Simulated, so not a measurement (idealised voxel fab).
voxel quadruple lines: a process module
Displayed cross-section: cut, width of 205 nm, square cells sized 5 nm.
When this document writes out a cross-section, it uses a grid of square cells and lists it as bands, beginning at the top and moving down, with a band standing for one or more rows of cells. Quick guide to a band line: top height, bottom height (nm) up front; then every material left to right with its width in nm. Only one material and it's marked "edge to edge"? Then it fills the band edge to edge. And "empty" just means empty space. Below 0: as-received wafer, all one material; heights counted from there. Lowest band: no bottom, goes on down, written "top 0, no bottom". Width: "30->40" (first number = top row, second number = bottom row, same change from row to row of cells). It should be understood that the words "nothing altered", when stated for a given step, signify that the cross-section underwent no change in any of its cells during that step. For the entry "Closed void table", the listed items are empty spaces with no open way to the top whose size is 8 cells or more; each item follows the pattern width x height at distance, where distance is from the left edge and all three are in nm. Whatever follows a step's settings on its line is a remark the simulator itself makes about that step. Regarding "overlay nm": on a step with a mask, it is the distance the mask lay to the right of its planned place; a negative value places it to the left.
[plan]
1,RECEIVE: material Si
2,CONFORMAL_DEP: material SiO2, thk nm 10
3,DIRECTIONAL_DEP: material TiN, thk nm 15
4,DIRECTIONAL_DEP: material polySi, thk nm 20
5,DIRECTIONAL_DEP: material aC, thk nm 25
6,PATTERN: tone cover, mask id MANDREL, material resist, width nm 20, thk nm 30, overlay nm 0
7,DIRECTIONAL_ETCH: etch materials aC, depth nm 25
8,STRIP: etch materials resist
9,CONFORMAL_DEP: material SiO2, thk nm 10
10,DIRECTIONAL_ETCH: etch materials SiO2, depth nm 10
11,STRIP: etch materials aC
12,DIRECTIONAL_ETCH: etch materials polySi, depth nm 20
13,STRIP: etch materials SiO2
14,CONFORMAL_DEP: material SiN, thk nm 5
15,DIRECTIONAL_ETCH: etch materials SiN, depth nm 5
16,STRIP: etch materials polySi
17,DIRECTIONAL_ETCH: etch materials TiN, depth nm 15
18,STRIP: etch materials SiN
[Below: the first of two wafers, run as planned]
[Cross-section of the wafer upon arrival, representing the state reached after step 1]
> top 0, no bottom = Si edge to edge
> Closed void table: none
[Cross-section through the wafer, step 2 finished]
> top 10, bottom 0 = SiO2 edge to edge
> Anything lower than 0 is untouched.
[Cross-section through the wafer, step 3 finished]
> top 25, bottom 10 = TiN edge to edge
> Anything lower than 10 is untouched.
[Cross-section through the wafer, step 4 finished]
> top 45, bottom 25 = polySi edge to edge
> Anything lower than 25 is untouched.
[Cross-section through the wafer, step 5 finished]
> top 70, bottom 45 = aC edge to edge
> Anything lower than 45 is untouched.
[Cross-section through the wafer, step 6 finished]
> top 100, bottom 70 = 90 empty, 20 resist, 95 empty
> Anything lower than 70 is untouched.
[Cross-section through the wafer, step 7 finished]
> top 75, bottom 70 = 90 empty, 20 resist, 95 empty
> top 70, bottom 45 = 90 empty, 20 aC, 95 empty
> Anything lower than 45 is untouched.
[Cross-section through the wafer, step 8 finished]
> top 70, bottom 45 = 90 empty, 20 aC, 95 empty
> Anything lower than 45 is untouched.
[Cross-section through the wafer, step 9 finished]
> top 80, bottom 70 = 80 empty, 40 SiO2, 85 empty
> top 70, bottom 55 = 80 empty, 10 SiO2, 20 aC, 10 SiO2, 85 empty
> top 55, bottom 45 = 90 SiO2, 20 aC, 95 SiO2
> Anything lower than 45 is untouched.
[Cross-section through the wafer, step 10 finished]
> top 70, bottom 45 = 80 empty, 10 SiO2, 20 aC, 10 SiO2, 85 empty
> Anything lower than 45 is untouched.
[Cross-section through the wafer, step 11 finished]
> top 70, bottom 45 = 80 empty, 10 SiO2, 20 empty, 10 SiO2, 85 empty
> Anything lower than 45 is untouched.
[Cross-section through the wafer, step 12 finished]
> top 70, bottom 45 = 80 empty, 10 SiO2, 20 empty, 10 SiO2, 85 empty
> top 45, bottom 25 = 80 empty, 10 polySi, 20 empty, 10 polySi, 85 empty
> Anything lower than 25 is untouched.
[Cross-section through the wafer, step 13 finished]
> top 45, bottom 25 = 80 empty, 10 polySi, 20 empty, 10 polySi, 85 empty
> Anything lower than 25 is untouched.
[Cross-section through the wafer, step 14 finished]
> top 50, bottom 45 = 75 empty, 20 SiN, 10 empty, 20 SiN, 80 empty
> top 45, bottom 30 = 75 empty, 5 SiN, 10 polySi, 5 SiN, 10 empty, 5 SiN, 10 polySi, 5 SiN, 80 empty
> top 30, bottom 25 = 80 SiN, 10 polySi, 20 SiN, 10 polySi, 85 SiN
> Anything lower than 25 is untouched.
[Cross-section through the wafer, step 15 finished]
> top 45, bottom 25 = 75 empty, 5 SiN, 10 polySi, 5 SiN, 10 empty, 5 SiN, 10 polySi, 5 SiN, 80 empty
> Anything lower than 25 is untouched.
[Cross-section through the wafer, step 16 finished]
> top 45, bottom 25 = 75 empty, 5 SiN, 10 empty, 5 SiN, 10 empty, 5 SiN, 10 empty, 5 SiN, 80 empty
> Anything lower than 25 is untouched.
[Cross-section through the wafer, step 17 finished]
> top 45, bottom 25 = 75 empty, 5 SiN, 10 empty, 5 SiN, 10 empty, 5 SiN, 10 empty, 5 SiN, 80 empty
> top 25, bottom 10 = 75 empty, 5 TiN, 10 empty, 5 TiN, 10 empty, 5 TiN, 10 empty, 5 TiN, 80 empty
> Anything lower than 10 is untouched.
[Cross-section through the wafer, step 18 finished]
> top 25, bottom 10 = 75 empty, 5 TiN, 10 empty, 5 TiN, 10 empty, 5 TiN, 10 empty, 5 TiN, 80 empty
> Anything lower than 10 is untouched.
[The second wafer was prepared from the same starting point and under the same plan as the first; its processing contained one mistake, and it remains indistinguishable from the first wafer up to and including step 5]
[Second wafer, cut view, end of step 6 per plan]
> top 100, bottom 70 = 90 resist, 20 empty, 95 resist
> Anything lower than 70 is untouched.
[Second wafer, cut view, end of step 7 per plan]
> top 75, bottom 70 = 90 resist, 20 empty, 95 resist
> top 70, bottom 45 = 90 aC, 20 empty, 95 aC
> Anything lower than 45 is untouched.
[Second wafer, cut view, end of step 8 per plan]
> top 70, bottom 45 = 90 aC, 20 empty, 95 aC
> Anything lower than 45 is untouched.
[Second wafer, cut view, end of step 9 per plan]
> top 80, bottom 70 = SiO2 edge to edge
> top 70, bottom 45 = 90 aC, 20 SiO2, 95 aC
> Anything lower than 45 is untouched.
[Second wafer, cut view, end of step 10 per plan]
> top 70, bottom 45 = 90 aC, 20 SiO2, 95 aC
> Anything lower than 45 is untouched.
[Second wafer, cut view, end of step 11 per plan]
> top 70, bottom 45 = 90 empty, 20 SiO2, 95 empty
> Anything lower than 45 is untouched.
[Second wafer, cut view, end of step 12 per plan]
> top 70, bottom 45 = 90 empty, 20 SiO2, 95 empty
> top 45, bottom 25 = 90 empty, 20 polySi, 95 empty
> Anything lower than 25 is untouched.
[Second wafer, cut view, end of step 13 per plan]
> top 45, bottom 25 = 90 empty, 20 polySi, 95 empty
> Anything lower than 25 is untouched.
[Second wafer, cut view, end of step 14 per plan]
> top 50, bottom 45 = 85 empty, 30 SiN, 90 empty
> top 45, bottom 30 = 85 empty, 5 SiN, 20 polySi, 5 SiN, 90 empty
> top 30, bottom 25 = 90 SiN, 20 polySi, 95 SiN
> Anything lower than 25 is untouched.
[Second wafer, cut view, end of step 15 per plan]
> top 45, bottom 25 = 85 empty, 5 SiN, 20 polySi, 5 SiN, 90 empty
> Anything lower than 25 is untouched.
[Second wafer, cut view, end of step 16 per plan]
> top 45, bottom 25 = 85 empty, 5 SiN, 20 empty, 5 SiN, 90 empty
> Anything lower than 25 is untouched.
[Second wafer, cut view, end of step 17 per plan]
> top 45, bottom 25 = 85 empty, 5 SiN, 20 empty, 5 SiN, 90 empty
> top 25, bottom 10 = 85 empty, 5 TiN, 20 empty, 5 TiN, 90 empty
> Anything lower than 10 is untouched.
[Second wafer, cut view, end of step 18 per plan]
> top 25, bottom 10 = 85 empty, 5 TiN, 20 empty, 5 TiN, 90 empty
> Anything lower than 10 is untouched.
What went wrong in running the wafer? step 6 was processed under conditions differing from the plan, specifically as PATTERN: tone open, mask id MANDREL, material resist, width nm 20, thk nm 30, overlay nm 0
The second wafer ends with more or fewer cells of some materials than the first, per final count: 6 fewer of TiN
